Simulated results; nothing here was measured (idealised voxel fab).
The document below concerns the process module designated voxel wiring stack.
The cross-section on display is named cut; it measures 285 nm wide, and its cells are 5 nm squares.
Reading order for cross-sections: top band down to bottom band. Underlying form: a grid of square cells. Band size: one or more rows of cells.
It is stipulated that each band's entry specify, in nanometres, the height of the top of the band and then that of its bottom, followed by the materials of the band in left-to-right sequence, each together with its width in nanometres. A single material marked by the word "full width" is understood to fill the band from edge to edge; the word "air" is understood to denote empty space.
All heights in this document are referenced to 0, defined as the level beneath which the wafer, as received, consists entirely of one material. The lowest band is not bounded below; it extends indefinitely downward and is written in the form "from 0 down".
The two numbers in a width such as "30 to 40" mark its ends across the band: the first belongs to the top row of cells, the second to the bottom row, and from each row to the next the width moves by the same amount.
No cell of the cross-section changed in a step that is given as "nothing was modified".
"Closed void listing": empty spaces of 8 cells or more with no open way to the top, each given as width x height at distance, distance from the left edge, all in nm.
Read whatever lies past the settings on a step's line as the simulator's own remark about the step.
The setting "overlay nm" may be written on the line of a step. When the step uses a mask, the value reports how far to the right of the planned place the mask lay, and a negative value reports that it lay to the left.

# Set out below are the planned steps of the process
1) RECEIVE with material Si
2) CONFORMAL_DEP with material SiO2, thk nm 15
3) DIRECTIONAL_DEP with material TiN, thk nm 5
4) DIRECTIONAL_DEP with material Ru, thk nm 15
5) PATTERN with tone cover, mask id METAL_1, material resist, width nm 25, pitch nm 40, thk nm 20, overlay nm 0
6) DIRECTIONAL_ETCH with etch materials Ru, depth nm 15
7) DIRECTIONAL_ETCH with etch materials TiN, depth nm 5
8) STRIP with etch materials resist
9) CONFORMAL_DEP with material SiCN, thk nm 5
10) FILL_DEP with material SiO2, thk nm 10
11) CMP with height nm 35
12) CONFORMAL_DEP with material SiCN, thk nm 5
13) DIRECTIONAL_DEP with material SiO2, thk nm 25
14) PATTERN with tone open, mask id METAL_2_HOLES, material resist, width nm 15, pitch nm 40, thk nm 20, overlay nm 0
15) DIRECTIONAL_ETCH with etch materials SiO2, depth nm 25
16) STRIP with etch materials resist
17) DIRECTIONAL_DEP with material aC, thk nm 10
18) PATTERN with tone open, mask id METAL_2, material resist, width nm 25, pitch nm 40, thk nm 25, overlay nm 0
19) DIRECTIONAL_ETCH with etch materials aC, depth nm 10
20) STRIP with etch materials resist
21) DIRECTIONAL_ETCH with etch materials SiO2, depth nm 15
22) DIRECTIONAL_ETCH with etch materials SiCN, depth nm 5
23) STRIP with etch materials aC
24) CONFORMAL_DEP with material TiN, thk nm 5
25) FILL_DEP with material Ru, thk nm 10
26) CMP with height nm 65
27) CONFORMAL_DEP with material SiN, thk nm 5

# First wafer of two (run as planned)

# Here's what the wafer looked like in cross-section when it arrived - that's after step 1
from 0 down  Si full width
Closed void listing: none

# How the wafer stands in section after step 2
from 15 to 0  SiO2 full width
Under the height 0 nothing was changed.

# How the wafer stands in section after step 3
from 20 to 15  TiN full width
Under the height 15 nothing was changed.

# How the wafer stands in section after step 4
from 35 to 20  Ru full width
Under the height 20 nothing was changed.

# How the wafer stands in section after step 5
from 55 to 35  air 90 nm, then resist 25 nm, then air 15 nm, then resist 25 nm, then air 15 nm, then resist 25 nm, then air 90 nm
Under the height 35 nothing was changed.

# How the wafer stands in section after step 6
from 55 to 35  air 90 nm, then resist 25 nm, then air 15 nm, then resist 25 nm, then air 15 nm, then resist 25 nm, then air 90 nm
from 35 to 20  air 90 nm, then Ru 25 nm, then air 15 nm, then Ru 25 nm, then air 15 nm, then Ru 25 nm, then air 90 nm
Under the height 20 nothing was changed.

# How the wafer stands in section after step 7
from 55 to 35  air 90 nm, then resist 25 nm, then air 15 nm, then resist 25 nm, then air 15 nm, then resist 25 nm, then air 90 nm
from 35 to 20  air 90 nm, then Ru 25 nm, then air 15 nm, then Ru 25 nm, then air 15 nm, then Ru 25 nm, then air 90 nm
from 20 to 15  air 90 nm, then TiN 25 nm, then air 15 nm, then TiN 25 nm, then air 15 nm, then TiN 25 nm, then air 90 nm
Under the height 15 nothing was changed.

# How the wafer stands in section after step 8
from 35 to 20  air 90 nm, then Ru 25 nm, then air 15 nm, then Ru 25 nm, then air 15 nm, then Ru 25 nm, then air 90 nm
Under the height 20 nothing was changed.

# How the wafer stands in section after step 9
from 40 to 35  air 85 nm, then SiCN 35 nm, then air 5 nm, then SiCN 35 nm, then air 5 nm, then SiCN 35 nm, then air 85 nm
from 35 to 20  air 85 nm, then SiCN 5 nm, then Ru 25 nm, then SiCN 5 nm, then air 5 nm, then SiCN 5 nm, then Ru 25 nm, then SiCN 5 nm, then air 5 nm, then SiCN 5 nm, then Ru 25 nm, then SiCN 5 nm, then air 85 nm
from 20 to 15  SiCN 90 nm, then TiN 25 nm, then SiCN 15 nm, then TiN 25 nm, then SiCN 15 nm, then TiN 25 nm, then SiCN 90 nm
Under the height 15 nothing was changed.

# How the wafer stands in section after step 10
from 50 to 40  SiO2 full width
from 40 to 35  SiO2 85 nm, then SiCN 35 nm, then SiO2 5 nm, then SiCN 35 nm, then SiO2 5 nm, then SiCN 35 nm, then SiO2 85 nm
from 35 to 20  SiO2 85 nm, then SiCN 5 nm, then Ru 25 nm, then SiCN 5 nm, then SiO2 5 nm, then SiCN 5 nm, then Ru 25 nm, then SiCN 5 nm, then SiO2 5 nm, then SiCN 5 nm, then Ru 25 nm, then SiCN 5 nm, then SiO2 85 nm
Under the height 20 nothing was changed.

# How the wafer stands in section after step 11
from 35 to 20  SiO2 85 nm, then SiCN 5 nm, then Ru 25 nm, then SiCN 5 nm, then SiO2 5 nm, then SiCN 5 nm, then Ru 25 nm, then SiCN 5 nm, then SiO2 5 nm, then SiCN 5 nm, then Ru 25 nm, then SiCN 5 nm, then SiO2 85 nm
Under the height 20 nothing was changed.

# How the wafer stands in section after step 12
from 40 to 35  SiCN full width
Under the height 35 nothing was changed.

# How the wafer stands in section after step 13
from 65 to 40  SiO2 full width
Under the height 40 nothing was changed.

# How the wafer stands in section after step 14
from 85 to 65  resist 90 nm, then air 15 nm, then resist 25 nm, then air 15 nm, then resist 25 nm, then air 15 nm, then resist 100 nm
Under the height 65 nothing was changed.

# How the wafer stands in section after step 15
from 85 to 65  resist 90 nm, then air 15 nm, then resist 25 nm, then air 15 nm, then resist 25 nm, then air 15 nm, then resist 100 nm
from 65 to 40  SiO2 90 nm, then air 15 nm, then SiO2 25 nm, then air 15 nm, then SiO2 25 nm, then air 15 nm, then SiO2 100 nm
Under the height 40 nothing was changed.

# How the wafer stands in section after step 16
from 65 to 40  SiO2 90 nm, then air 15 nm, then SiO2 25 nm, then air 15 nm, then SiO2 25 nm, then air 15 nm, then SiO2 100 nm
Under the height 40 nothing was changed.

# How the wafer stands in section after step 17
from 75 to 65  aC 90 nm, then air 15 nm, then aC 25 nm, then air 15 nm, then aC 25 nm, then air 15 nm, then aC 100 nm
from 65 to 50  SiO2 90 nm, then air 15 nm, then SiO2 25 nm, then air 15 nm, then SiO2 25 nm, then air 15 nm, then SiO2 100 nm
from 50 to 40  SiO2 90 nm, then aC 15 nm, then SiO2 25 nm, then aC 15 nm, then SiO2 25 nm, then aC 15 nm, then SiO2 100 nm
Under the height 40 nothing was changed.

# How the wafer stands in section after step 18
from 100 to 75  resist 90 nm, then air 25 nm, then resist 15 nm, then air 25 nm, then resist 15 nm, then air 25 nm, then resist 90 nm
Under the height 75 nothing was changed.

# How the wafer stands in section after step 19
from 90 to 75  resist 90 nm, then air 25 nm, then resist 15 nm, then air 25 nm, then resist 15 nm, then air 25 nm, then resist 90 nm
from 75 to 65  aC 90 nm, then air 25 nm, then aC 15 nm, then air 25 nm, then aC 15 nm, then air 25 nm, then aC 90 nm
from 65 to 40  SiO2 90 nm, then air 15 nm, then SiO2 25 nm, then air 15 nm, then SiO2 25 nm, then air 15 nm, then SiO2 100 nm
Under the height 40 nothing was changed.

# How the wafer stands in section after step 20
from 75 to 65  aC 90 nm, then air 25 nm, then aC 15 nm, then air 25 nm, then aC 15 nm, then air 25 nm, then aC 90 nm
Under the height 65 nothing was changed.

# How the wafer stands in section after step 21
from 75 to 65  aC 90 nm, then air 25 nm, then aC 15 nm, then air 25 nm, then aC 15 nm, then air 25 nm, then aC 90 nm
from 65 to 50  SiO2 90 nm, then air 25 nm, then SiO2 15 nm, then air 25 nm, then SiO2 15 nm, then air 25 nm, then SiO2 90 nm
Under the height 50 nothing was changed.

# How the wafer stands in section after step 22
from 75 to 65  aC 90 nm, then air 25 nm, then aC 15 nm, then air 25 nm, then aC 15 nm, then air 25 nm, then aC 90 nm
from 65 to 50  SiO2 90 nm, then air 25 nm, then SiO2 15 nm, then air 25 nm, then SiO2 15 nm, then air 25 nm, then SiO2 90 nm
from 50 to 40  SiO2 90 nm, then air 15 nm, then SiO2 25 nm, then air 15 nm, then SiO2 25 nm, then air 15 nm, then SiO2 100 nm
from 40 to 35  SiCN 90 nm, then air 15 nm, then SiCN 25 nm, then air 15 nm, then SiCN 25 nm, then air 15 nm, then SiCN 100 nm
Under the height 35 nothing was changed.

# How the wafer stands in section after step 23
from 65 to 50  SiO2 90 nm, then air 25 nm, then SiO2 15 nm, then air 25 nm, then SiO2 15 nm, then air 25 nm, then SiO2 90 nm
Under the height 50 nothing was changed.

# How the wafer stands in section after step 24
from 70 to 65  TiN 95 nm, then air 15 nm, then TiN 25 nm, then air 15 nm, then TiN 25 nm, then air 15 nm, then TiN 95 nm
from 65 to 55  SiO2 90 nm, then TiN 5 nm, then air 15 nm, then TiN 5 nm, then SiO2 15 nm, then TiN 5 nm, then air 15 nm, then TiN 5 nm, then SiO2 15 nm, then TiN 5 nm, then air 15 nm, then TiN 5 nm, then SiO2 90 nm
from 55 to 50  SiO2 90 nm, then TiN 5 nm, then air 5 nm, then TiN 15 nm, then SiO2 15 nm, then TiN 5 nm, then air 5 nm, then TiN 15 nm, then SiO2 15 nm, then TiN 5 nm, then air 5 nm, then TiN 15 nm, then SiO2 90 nm
from 50 to 40  SiO2 90 nm, then TiN 5 nm, then air 5 nm, then TiN 5 nm, then SiO2 25 nm, then TiN 5 nm, then air 5 nm, then TiN 5 nm, then SiO2 25 nm, then TiN 5 nm, then air 5 nm, then TiN 5 nm, then SiO2 100 nm
from 40 to 35  SiCN 90 nm, then TiN 15 nm, then SiCN 25 nm, then TiN 15 nm, then SiCN 25 nm, then TiN 15 nm, then SiCN 100 nm
Under the height 35 nothing was changed.

# How the wafer stands in section after step 25
from 80 to 70  Ru full width
from 70 to 65  TiN 95 nm, then Ru 15 nm, then TiN 25 nm, then Ru 15 nm, then TiN 25 nm, then Ru 15 nm, then TiN 95 nm
from 65 to 55  SiO2 90 nm, then TiN 5 nm, then Ru 15 nm, then TiN 5 nm, then SiO2 15 nm, then TiN 5 nm, then Ru 15 nm, then TiN 5 nm, then SiO2 15 nm, then TiN 5 nm, then Ru 15 nm, then TiN 5 nm, then SiO2 90 nm
from 55 to 50  SiO2 90 nm, then TiN 5 nm, then Ru 5 nm, then TiN 15 nm, then SiO2 15 nm, then TiN 5 nm, then Ru 5 nm, then TiN 15 nm, then SiO2 15 nm, then TiN 5 nm, then Ru 5 nm, then TiN 15 nm, then SiO2 90 nm
from 50 to 40  SiO2 90 nm, then TiN 5 nm, then Ru 5 nm, then TiN 5 nm, then SiO2 25 nm, then TiN 5 nm, then Ru 5 nm, then TiN 5 nm, then SiO2 25 nm, then TiN 5 nm, then Ru 5 nm, then TiN 5 nm, then SiO2 100 nm
Under the height 40 nothing was changed.

# How the wafer stands in section after step 26
from 65 to 55  SiO2 90 nm, then TiN 5 nm, then Ru 15 nm, then TiN 5 nm, then SiO2 15 nm, then TiN 5 nm, then Ru 15 nm, then TiN 5 nm, then SiO2 15 nm, then TiN 5 nm, then Ru 15 nm, then TiN 5 nm, then SiO2 90 nm
Under the height 55 nothing was changed.

# How the wafer stands in section after step 27
from 70 to 65  SiN full width
Under the height 65 nothing was changed.

# Second wafer, same starting conditions and recipe as the first, one mistake in executing it, nothing differs from the first up to and including step 8

# when step 9 should have ended
from 40 to 35  air 85 nm, then SiN 35 nm, then air 5 nm, then SiN 35 nm, then air 5 nm, then SiN 35 nm, then air 85 nm
from 35 to 20  air 85 nm, then SiN 5 nm, then Ru 25 nm, then SiN 5 nm, then air 5 nm, then SiN 5 nm, then Ru 25 nm, then SiN 5 nm, then air 5 nm, then SiN 5 nm, then Ru 25 nm, then SiN 5 nm, then air 85 nm
from 20 to 15  SiN 90 nm, then TiN 25 nm, then SiN 15 nm, then TiN 25 nm, then SiN 15 nm, then TiN 25 nm, then SiN 90 nm
Under the height 15 nothing was changed.

# when step 10 should have ended
from 50 to 40  SiO2 full width
from 40 to 35  SiO2 85 nm, then SiN 35 nm, then SiO2 5 nm, then SiN 35 nm, then SiO2 5 nm, then SiN 35 nm, then SiO2 85 nm
from 35 to 20  SiO2 85 nm, then SiN 5 nm, then Ru 25 nm, then SiN 5 nm, then SiO2 5 nm, then SiN 5 nm, then Ru 25 nm, then SiN 5 nm, then SiO2 5 nm, then SiN 5 nm, then Ru 25 nm, then SiN 5 nm, then SiO2 85 nm
Under the height 20 nothing was changed.

# when step 11 should have ended
from 35 to 20  SiO2 85 nm, then SiN 5 nm, then Ru 25 nm, then SiN 5 nm, then SiO2 5 nm, then SiN 5 nm, then Ru 25 nm, then SiN 5 nm, then SiO2 5 nm, then SiN 5 nm, then Ru 25 nm, then SiN 5 nm, then SiO2 85 nm
Under the height 20 nothing was changed.

# when step 12 should have ended
from 40 to 35  SiCN full width
Under the height 35 nothing was changed.

# when step 13 should have ended
from 65 to 40  SiO2 full width
Under the height 40 nothing was changed.

# when step 14 should have ended
from 85 to 65  resist 90 nm, then air 15 nm, then resist 25 nm, then air 15 nm, then resist 25 nm, then air 15 nm, then resist 100 nm
Under the height 65 nothing was changed.

# when step 15 should have ended
from 85 to 65  resist 90 nm, then air 15 nm, then resist 25 nm, then air 15 nm, then resist 25 nm, then air 15 nm, then resist 100 nm
from 65 to 40  SiO2 90 nm, then air 15 nm, then SiO2 25 nm, then air 15 nm, then SiO2 25 nm, then air 15 nm, then SiO2 100 nm
Under the height 40 nothing was changed.

# when step 16 should have ended
from 65 to 40  SiO2 90 nm, then air 15 nm, then SiO2 25 nm, then air 15 nm, then SiO2 25 nm, then air 15 nm, then SiO2 100 nm
Under the height 40 nothing was changed.

# when step 17 should have ended
from 75 to 65  aC 90 nm, then air 15 nm, then aC 25 nm, then air 15 nm, then aC 25 nm, then air 15 nm, then aC 100 nm
from 65 to 50  SiO2 90 nm, then air 15 nm, then SiO2 25 nm, then air 15 nm, then SiO2 25 nm, then air 15 nm, then SiO2 100 nm
from 50 to 40  SiO2 90 nm, then aC 15 nm, then SiO2 25 nm, then aC 15 nm, then SiO2 25 nm, then aC 15 nm, then SiO2 100 nm
Under the height 40 nothing was changed.

# when step 18 should have ended
from 100 to 75  resist 90 nm, then air 25 nm, then resist 15 nm, then air 25 nm, then resist 15 nm, then air 25 nm, then resist 90 nm
Under the height 75 nothing was changed.

# when step 19 should have ended
from 90 to 75  resist 90 nm, then air 25 nm, then resist 15 nm, then air 25 nm, then resist 15 nm, then air 25 nm, then resist 90 nm
from 75 to 65  aC 90 nm, then air 25 nm, then aC 15 nm, then air 25 nm, then aC 15 nm, then air 25 nm, then aC 90 nm
from 65 to 40  SiO2 90 nm, then air 15 nm, then SiO2 25 nm, then air 15 nm, then SiO2 25 nm, then air 15 nm, then SiO2 100 nm
Under the height 40 nothing was changed.

# when step 20 should have ended
from 75 to 65  aC 90 nm, then air 25 nm, then aC 15 nm, then air 25 nm, then aC 15 nm, then air 25 nm, then aC 90 nm
Under the height 65 nothing was changed.

# when step 21 should have ended
from 75 to 65  aC 90 nm, then air 25 nm, then aC 15 nm, then air 25 nm, then aC 15 nm, then air 25 nm, then aC 90 nm
from 65 to 50  SiO2 90 nm, then air 25 nm, then SiO2 15 nm, then air 25 nm, then SiO2 15 nm, then air 25 nm, then SiO2 90 nm
Under the height 50 nothing was changed.

# when step 22 should have ended
from 75 to 65  aC 90 nm, then air 25 nm, then aC 15 nm, then air 25 nm, then aC 15 nm, then air 25 nm, then aC 90 nm
from 65 to 50  SiO2 90 nm, then air 25 nm, then SiO2 15 nm, then air 25 nm, then SiO2 15 nm, then air 25 nm, then SiO2 90 nm
from 50 to 40  SiO2 90 nm, then air 15 nm, then SiO2 25 nm, then air 15 nm, then SiO2 25 nm, then air 15 nm, then SiO2 100 nm
from 40 to 35  SiCN 90 nm, then air 15 nm, then SiCN 25 nm, then air 15 nm, then SiCN 25 nm, then air 15 nm, then SiCN 100 nm
Under the height 35 nothing was changed.

# when step 23 should have ended
from 65 to 50  SiO2 90 nm, then air 25 nm, then SiO2 15 nm, then air 25 nm, then SiO2 15 nm, then air 25 nm, then SiO2 90 nm
Under the height 50 nothing was changed.

# when step 24 should have ended
from 70 to 65  TiN 95 nm, then air 15 nm, then TiN 25 nm, then air 15 nm, then TiN 25 nm, then air 15 nm, then TiN 95 nm
from 65 to 55  SiO2 90 nm, then TiN 5 nm, then air 15 nm, then TiN 5 nm, then SiO2 15 nm, then TiN 5 nm, then air 15 nm, then TiN 5 nm, then SiO2 15 nm, then TiN 5 nm, then air 15 nm, then TiN 5 nm, then SiO2 90 nm
from 55 to 50  SiO2 90 nm, then TiN 5 nm, then air 5 nm, then TiN 15 nm, then SiO2 15 nm, then TiN 5 nm, then air 5 nm, then TiN 15 nm, then SiO2 15 nm, then TiN 5 nm, then air 5 nm, then TiN 15 nm, then SiO2 90 nm
from 50 to 40  SiO2 90 nm, then TiN 5 nm, then air 5 nm, then TiN 5 nm, then SiO2 25 nm, then TiN 5 nm, then air 5 nm, then TiN 5 nm, then SiO2 25 nm, then TiN 5 nm, then air 5 nm, then TiN 5 nm, then SiO2 100 nm
from 40 to 35  SiCN 90 nm, then TiN 15 nm, then SiCN 25 nm, then TiN 15 nm, then SiCN 25 nm, then TiN 15 nm, then SiCN 100 nm
Under the height 35 nothing was changed.

# when step 25 should have ended
from 80 to 70  Ru full width
from 70 to 65  TiN 95 nm, then Ru 15 nm, then TiN 25 nm, then Ru 15 nm, then TiN 25 nm, then Ru 15 nm, then TiN 95 nm
from 65 to 55  SiO2 90 nm, then TiN 5 nm, then Ru 15 nm, then TiN 5 nm, then SiO2 15 nm, then TiN 5 nm, then Ru 15 nm, then TiN 5 nm, then SiO2 15 nm, then TiN 5 nm, then Ru 15 nm, then TiN 5 nm, then SiO2 90 nm
from 55 to 50  SiO2 90 nm, then TiN 5 nm, then Ru 5 nm, then TiN 15 nm, then SiO2 15 nm, then TiN 5 nm, then Ru 5 nm, then TiN 15 nm, then SiO2 15 nm, then TiN 5 nm, then Ru 5 nm, then TiN 15 nm, then SiO2 90 nm
from 50 to 40  SiO2 90 nm, then TiN 5 nm, then Ru 5 nm, then TiN 5 nm, then SiO2 25 nm, then TiN 5 nm, then Ru 5 nm, then TiN 5 nm, then SiO2 25 nm, then TiN 5 nm, then Ru 5 nm, then TiN 5 nm, then SiO2 100 nm
Under the height 40 nothing was changed.

# when step 26 should have ended
from 65 to 55  SiO2 90 nm, then TiN 5 nm, then Ru 15 nm, then TiN 5 nm, then SiO2 15 nm, then TiN 5 nm, then Ru 15 nm, then TiN 5 nm, then SiO2 15 nm, then TiN 5 nm, then Ru 15 nm, then TiN 5 nm, then SiO2 90 nm
Under the height 55 nothing was changed.

# when step 27 should have ended
from 70 to 65  SiN full width
Under the height 65 nothing was changed.
Heads up, the wafer didn't run the way we planned it: it should be noted that step 9 was executed with settings other than those planned, the operation and settings actually applied being CONFORMAL_DEP with material SiN, thk nm 5
at the end the second wafer has, in cells: SiCN: 60 fewer, SiN: 60 more
